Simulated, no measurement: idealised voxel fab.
Herein follows the process module entitled voxel capacitor over wiring.
The cross-section shown here is cut; it is 275 nm wide and divided into square cells measuring 5 nm on a side.
Think of the cross-section as a grid of square cells. We describe it in bands, top to bottom, and each band covers one or more rows of those cells.
Per band: top height and bottom height in nm, followed by the left-to-right materials and their widths in nm; "edge to edge" marks a single material spanning edge to edge, "empty" marks empty space.
Ref level 0: as-received wafer is one material below here. Bottom band extends down with no lower bound ("z 0 and below").
Graded width ("30->40"): value in top row of band = first number; value in bottom row = second number; row-to-row change constant.
Step note "nothing was modified" = no cross-section cell changed.
Reported under the label "Entrapped void list" are the empty spaces having no open way to the top and comprising 8 cells or more; the notation for each is width x height at distance, in which the distance is measured from the left edge and all three values are in nm.
Post-settings text on a step line: simulator's own remark regarding the step.
A step line may carry the setting "overlay nm", which, for steps involving a mask, states the distance by which the mask lay to the right of its intended position; negative values denote displacement to the left.

BELOW IS THE LIST OF PLANNED PROCESS STEPS
step 1: RECEIVE | material Si
step 2: CONFORMAL_DEP | material SiO2 | thk nm 10
step 3: DIRECTIONAL_DEP | material TiN | thk nm 5
step 4: DIRECTIONAL_DEP | material Ru | thk nm 15
step 5: DIRECTIONAL_DEP | material aC | thk nm 10
step 6: PATTERN | tone cover | mask id METAL_1 | material resist | width nm 25 | pitch nm 85 | thk nm 30 | overlay nm 0
step 7: DIRECTIONAL_ETCH | etch materials aC | depth nm 10
step 8: STRIP | etch materials resist
step 9: DIRECTIONAL_ETCH | etch materials Ru | depth nm 15
step 10: DIRECTIONAL_ETCH | etch materials TiN | depth nm 5
step 11: STRIP | etch materials aC
step 12: CONFORMAL_DEP | material SiN | thk nm 5
step 13: FILL_DEP | material lowk | thk nm 5
step 14: CMP | height nm 30
step 15: CONFORMAL_DEP | material SiCN | thk nm 5
step 16: DIRECTIONAL_DEP | material lowk | thk nm 20
step 17: PATTERN | tone open | mask id PLUG_1 | material resist | width nm 15 | thk nm 15 | overlay nm 0
step 18: DIRECTIONAL_ETCH | etch materials lowk | depth nm 20
step 19: DIRECTIONAL_ETCH | etch materials SiCN | depth nm 5
step 20: STRIP | etch materials resist
step 21: EPI | material Ru | thk nm 10
step 22: EPI | material Ru | thk nm 10
step 23: EPI | material Ru | thk nm 5
step 24: DIRECTIONAL_DEP | material TiN | thk nm 5
step 25: DIRECTIONAL_DEP | material Al2O3 | thk nm 5
step 26: DIRECTIONAL_DEP | material TiN | thk nm 5
step 27: PATTERN | tone cover | mask id UPPER_PLATE | material resist | width nm 65 | thk nm 20 | overlay nm 0
step 28: DIRECTIONAL_ETCH | etch materials TiN | depth nm 5
step 29: DIRECTIONAL_ETCH | etch materials Al2O3 | depth nm 5
step 30: STRIP | etch materials resist
step 31: PATTERN | tone cover | mask id LOWER_PLATE | material resist | width nm 75 | thk nm 20 | overlay nm 0
step 32: DIRECTIONAL_ETCH | etch materials TiN | depth nm 5
step 33: STRIP | etch materials resist
step 34: FILL_DEP | material SiO2 | thk nm 20
step 35: CMP | height nm 85
step 36: PATTERN | tone open | mask id PLUG_2 | material resist | width nm 15 | thk nm 20 | overlay nm 0
step 37: DIRECTIONAL_ETCH | etch materials SiO2 | depth nm 15
step 38: STRIP | etch materials resist
step 39: CONFORMAL_DEP | material TiN | thk nm 5
step 40: FILL_DEP | material W | thk nm 5
step 41: CMP | height nm 85
step 42: CONFORMAL_DEP | material SiCN | thk nm 5

FIRST OUT OF TWO WAFERS; RUN WENT TO PLAN

CROSS-SECTIONAL VIEW OF THE WAFER IN ITS AS-RECEIVED CONDITION, CORRESPONDING TO THE STATE AFTER STEP 1
z 0 and below = Si edge to edge
Entrapped void list: none

CROSS-SECTION OF THE WAFER AFTER STEP 2
z 10 to 0 = SiO2 edge to edge
Under 0: no change, same as before.

CROSS-SECTION OF THE WAFER AFTER STEP 3
z 15 to 10 = TiN edge to edge
Under 10: no change, same as before.

CROSS-SECTION OF THE WAFER AFTER STEP 4
z 30 to 15 = Ru edge to edge
Under 15: no change, same as before.

CROSS-SECTION OF THE WAFER AFTER STEP 5
z 40 to 30 = aC edge to edge
Under 30: no change, same as before.

CROSS-SECTION OF THE WAFER AFTER STEP 6
z 70 to 40 = 80 of empty; 25 of resist; 60 of empty; 25 of resist; 85 of empty
Under 40: no change, same as before.

CROSS-SECTION OF THE WAFER AFTER STEP 7
z 60 to 40 = 80 of empty; 25 of resist; 60 of empty; 25 of resist; 85 of empty
z 40 to 30 = 80 of empty; 25 of aC; 60 of empty; 25 of aC; 85 of empty
Under 30: no change, same as before.

CROSS-SECTION OF THE WAFER AFTER STEP 8
z 40 to 30 = 80 of empty; 25 of aC; 60 of empty; 25 of aC; 85 of empty
Under 30: no change, same as before.

CROSS-SECTION OF THE WAFER AFTER STEP 9
z 40 to 30 = 80 of empty; 25 of aC; 60 of empty; 25 of aC; 85 of empty
z 30 to 15 = 80 of empty; 25 of Ru; 60 of empty; 25 of Ru; 85 of empty
Under 15: no change, same as before.

CROSS-SECTION OF THE WAFER AFTER STEP 10
z 40 to 30 = 80 of empty; 25 of aC; 60 of empty; 25 of aC; 85 of empty
z 30 to 15 = 80 of empty; 25 of Ru; 60 of empty; 25 of Ru; 85 of empty
z 15 to 10 = 80 of empty; 25 of TiN; 60 of empty; 25 of TiN; 85 of empty
Under 10: no change, same as before.

CROSS-SECTION OF THE WAFER AFTER STEP 11
z 30 to 15 = 80 of empty; 25 of Ru; 60 of empty; 25 of Ru; 85 of empty
Under 15: no change, same as before.

CROSS-SECTION OF THE WAFER AFTER STEP 12
z 35 to 30 = 75 of empty; 35 of SiN; 50 of empty; 35 of SiN; 80 of empty
z 30 to 15 = 75 of empty; 5 of SiN; 25 of Ru; 5 of SiN; 50 of empty; 5 of SiN; 25 of Ru; 5 of SiN; 80 of empty
z 15 to 10 = 80 of SiN; 25 of TiN; 60 of SiN; 25 of TiN; 85 of SiN
Under 10: no change, same as before.

CROSS-SECTION OF THE WAFER AFTER STEP 13
z 40 to 35 = lowk edge to edge
z 35 to 30 = 75 of lowk; 35 of SiN; 50 of lowk; 35 of SiN; 80 of lowk
z 30 to 15 = 75 of lowk; 5 of SiN; 25 of Ru; 5 of SiN; 50 of lowk; 5 of SiN; 25 of Ru; 5 of SiN; 80 of lowk
Under 15: no change, same as before.

CROSS-SECTION OF THE WAFER AFTER STEP 14
z 30 to 15 = 75 of lowk; 5 of SiN; 25 of Ru; 5 of SiN; 50 of lowk; 5 of SiN; 25 of Ru; 5 of SiN; 80 of lowk
Under 15: no change, same as before.

CROSS-SECTION OF THE WAFER AFTER STEP 15
z 35 to 30 = SiCN edge to edge
Under 30: no change, same as before.

CROSS-SECTION OF THE WAFER AFTER STEP 16
z 55 to 35 = lowk edge to edge
Under 35: no change, same as before.

CROSS-SECTION OF THE WAFER AFTER STEP 17
z 70 to 55 = 90 of resist; 15 of empty; 170 of resist
Under 55: no change, same as before.

CROSS-SECTION OF THE WAFER AFTER STEP 18
z 70 to 55 = 90 of resist; 15 of empty; 170 of resist
z 55 to 35 = 90 of lowk; 15 of empty; 170 of lowk
Under 35: no change, same as before.

CROSS-SECTION OF THE WAFER AFTER STEP 19
z 70 to 55 = 90 of resist; 15 of empty; 170 of resist
z 55 to 35 = 90 of lowk; 15 of empty; 170 of lowk
z 35 to 30 = 90 of SiCN; 15 of empty; 170 of SiCN
Under 30: no change, same as before.

CROSS-SECTION OF THE WAFER AFTER STEP 20
z 55 to 35 = 90 of lowk; 15 of empty; 170 of lowk
Under 35: no change, same as before.

CROSS-SECTION OF THE WAFER AFTER STEP 21
z 55 to 40 = 90 of lowk; 15 of empty; 170 of lowk
z 40 to 35 = 90 of lowk; 15 of Ru; 170 of lowk
z 35 to 30 = 90 of SiCN; 15 of Ru; 170 of SiCN
Under 30: no change, same as before.

CROSS-SECTION OF THE WAFER AFTER STEP 22
z 55 to 50 = 90 of lowk; 15 of empty; 170 of lowk
z 50 to 35 = 90 of lowk; 15 of Ru; 170 of lowk
Under 35: no change, same as before.

CROSS-SECTION OF THE WAFER AFTER STEP 23
z 55 to 35 = 90 of lowk; 15 of Ru; 170 of lowk
Under 35: no change, same as before.

CROSS-SECTION OF THE WAFER AFTER STEP 24
z 60 to 55 = TiN edge to edge
Under 55: no change, same as before.

CROSS-SECTION OF THE WAFER AFTER STEP 25
z 65 to 60 = Al2O3 edge to edge
Under 60: no change, same as before.

CROSS-SECTION OF THE WAFER AFTER STEP 26
z 70 to 65 = TiN edge to edge
Under 65: no change, same as before.

CROSS-SECTION OF THE WAFER AFTER STEP 27
z 90 to 70 = 90 of empty; 65 of resist; 120 of empty
Under 70: no change, same as before.

CROSS-SECTION OF THE WAFER AFTER STEP 28
z 90 to 70 = 90 of empty; 65 of resist; 120 of empty
z 70 to 65 = 90 of empty; 65 of TiN; 120 of empty
Under 65: no change, same as before.

CROSS-SECTION OF THE WAFER AFTER STEP 29
z 90 to 70 = 90 of empty; 65 of resist; 120 of empty
z 70 to 65 = 90 of empty; 65 of TiN; 120 of empty
z 65 to 60 = 90 of empty; 65 of Al2O3; 120 of empty
Under 60: no change, same as before.

CROSS-SECTION OF THE WAFER AFTER STEP 30
z 70 to 65 = 90 of empty; 65 of TiN; 120 of empty
Under 65: no change, same as before.

CROSS-SECTION OF THE WAFER AFTER STEP 31
z 90 to 70 = 85 of empty; 75 of resist; 115 of empty
z 70 to 65 = 85 of empty; 5 of resist; 65 of TiN; 5 of resist; 115 of empty
z 65 to 60 = 85 of empty; 5 of resist; 65 of Al2O3; 5 of resist; 115 of empty
Under 60: no change, same as before.

CROSS-SECTION OF THE WAFER AFTER STEP 32
z 90 to 70 = 85 of empty; 75 of resist; 115 of empty
z 70 to 65 = 85 of empty; 5 of resist; 65 of TiN; 5 of resist; 115 of empty
z 65 to 60 = 85 of empty; 5 of resist; 65 of Al2O3; 5 of resist; 115 of empty
z 60 to 55 = 85 of empty; 75 of TiN; 115 of empty
Under 55: no change, same as before.

CROSS-SECTION OF THE WAFER AFTER STEP 33
z 70 to 65 = 90 of empty; 65 of TiN; 120 of empty
z 65 to 60 = 90 of empty; 65 of Al2O3; 120 of empty
Under 60: no change, same as before.

CROSS-SECTION OF THE WAFER AFTER STEP 34
z 90 to 70 = SiO2 edge to edge
z 70 to 65 = 90 of SiO2; 65 of TiN; 120 of SiO2
z 65 to 60 = 90 of SiO2; 65 of Al2O3; 120 of SiO2
z 60 to 55 = 85 of SiO2; 75 of TiN; 115 of SiO2
Under 55: no change, same as before.

CROSS-SECTION OF THE WAFER AFTER STEP 35
z 85 to 70 = SiO2 edge to edge
Under 70: no change, same as before.

CROSS-SECTION OF THE WAFER AFTER STEP 36
z 105 to 85 = 100 of resist; 15 of empty; 160 of resist
Under 85: no change, same as before.

CROSS-SECTION OF THE WAFER AFTER STEP 37
z 105 to 85 = 100 of resist; 15 of empty; 160 of resist
z 85 to 70 = 100 of SiO2; 15 of empty; 160 of SiO2
Under 70: no change, same as before.

CROSS-SECTION OF THE WAFER AFTER STEP 38
z 85 to 70 = 100 of SiO2; 15 of empty; 160 of SiO2
Under 70: no change, same as before.

CROSS-SECTION OF THE WAFER AFTER STEP 39
z 90 to 85 = 105 of TiN; 5 of empty; 165 of TiN
z 85 to 75 = 100 of SiO2; 5 of TiN; 5 of empty; 5 of TiN; 160 of SiO2
z 75 to 65 = 100->90 of SiO2; 15->65 of TiN; 160->120 of SiO2
Under 65: no change, same as before.

CROSS-SECTION OF THE WAFER AFTER STEP 40
z 95 to 90 = W edge to edge
z 90 to 85 = 105 of TiN; 5 of W; 165 of TiN
z 85 to 75 = 100 of SiO2; 5 of TiN; 5 of W; 5 of TiN; 160 of SiO2
Under 75: no change, same as before.

CROSS-SECTION OF THE WAFER AFTER STEP 41
z 85 to 75 = 100 of SiO2; 5 of TiN; 5 of W; 5 of TiN; 160 of SiO2
Under 75: no change, same as before.

CROSS-SECTION OF THE WAFER AFTER STEP 42
z 90 to 85 = SiCN edge to edge
Under 85: no change, same as before.

THE SECOND WAFER WAS PREPARED FROM THE SAME STARTING POINT AND UNDER THE SAME PLAN AS THE FIRST; ITS PROCESSING CONTAINED ONE MISTAKE, AND IT REMAINS INDISTINGUISHABLE FROM THE FIRST WAFER UP TO AND INCLUDING STEP 24

Planned end of step 25: second wafer, cross-section: nothing was modified

PLANNED END OF STEP 26: SECOND WAFER, CROSS-SECTION
z 65 to 55 = TiN edge to edge
Under 55: no change, same as before.

PLANNED END OF STEP 27: SECOND WAFER, CROSS-SECTION
z 85 to 65 = 90 of empty; 65 of resist; 120 of empty
Under 65: no change, same as before.

PLANNED END OF STEP 28: SECOND WAFER, CROSS-SECTION
z 85 to 65 = 90 of empty; 65 of resist; 120 of empty
z 65 to 60 = 90 of empty; 65 of TiN; 120 of empty
Under 60: no change, same as before.

Planned end of step 29: second wafer, cross-section: nothing was modified

PLANNED END OF STEP 30: SECOND WAFER, CROSS-SECTION
z 65 to 60 = 90 of empty; 65 of TiN; 120 of empty
Under 60: no change, same as before.

PLANNED END OF STEP 31: SECOND WAFER, CROSS-SECTION
z 85 to 65 = 85 of empty; 75 of resist; 115 of empty
z 65 to 60 = 85 of empty; 5 of resist; 65 of TiN; 5 of resist; 115 of empty
Under 60: no change, same as before.

PLANNED END OF STEP 32: SECOND WAFER, CROSS-SECTION
z 85 to 65 = 85 of empty; 75 of resist; 115 of empty
z 65 to 60 = 85 of empty; 5 of resist; 65 of TiN; 5 of resist; 115 of empty
z 60 to 55 = 85 of empty; 75 of TiN; 115 of empty
Under 55: no change, same as before.

PLANNED END OF STEP 33: SECOND WAFER, CROSS-SECTION
z 65 to 55 = 90->85 of empty; 65->75 of TiN; 120->115 of empty
Under 55: no change, same as before.

PLANNED END OF STEP 34: SECOND WAFER, CROSS-SECTION
z 85 to 65 = SiO2 edge to edge
z 65 to 55 = 90->85 of SiO2; 65->75 of TiN; 120->115 of SiO2
Under 55: no change, same as before.

Planned end of step 35: second wafer, cross-section: nothing was modified

PLANNED END OF STEP 36: SECOND WAFER, CROSS-SECTION
z 105 to 85 = 100 of resist; 15 of empty; 160 of resist
Under 85: no change, same as before.

PLANNED END OF STEP 37: SECOND WAFER, CROSS-SECTION
z 105 to 85 = 100 of resist; 15 of empty; 160 of resist
z 85 to 70 = 100 of SiO2; 15 of empty; 160 of SiO2
Under 70: no change, same as before.

PLANNED END OF STEP 38: SECOND WAFER, CROSS-SECTION
z 85 to 70 = 100 of SiO2; 15 of empty; 160 of SiO2
Under 70: no change, same as before.

PLANNED END OF STEP 39: SECOND WAFER, CROSS-SECTION
z 90 to 85 = 105 of TiN; 5 of empty; 165 of TiN
z 85 to 75 = 100 of SiO2; 5 of TiN; 5 of empty; 5 of TiN; 160 of SiO2
z 75 to 70 = 100 of SiO2; 15 of TiN; 160 of SiO2
Under 70: no change, same as before.

PLANNED END OF STEP 40: SECOND WAFER, CROSS-SECTION
z 95 to 90 = W edge to edge
z 90 to 85 = 105 of TiN; 5 of W; 165 of TiN
z 85 to 75 = 100 of SiO2; 5 of TiN; 5 of W; 5 of TiN; 160 of SiO2
Under 75: no change, same as before.

PLANNED END OF STEP 41: SECOND WAFER, CROSS-SECTION
z 85 to 75 = 100 of SiO2; 5 of TiN; 5 of W; 5 of TiN; 160 of SiO2
Under 75: no change, same as before.

PLANNED END OF STEP 42: SECOND WAFER, CROSS-SECTION
z 90 to 85 = SiCN edge to edge
Under 85: no change, same as before.
The mistake made against the process plan was this: the plan's step 25 was left out and never carried out
Upon completion, the second wafer contains, in terms of cells, a greater or smaller amount of certain materials than the first wafer: 13 fewer of Al2O3, 13 more of SiO2
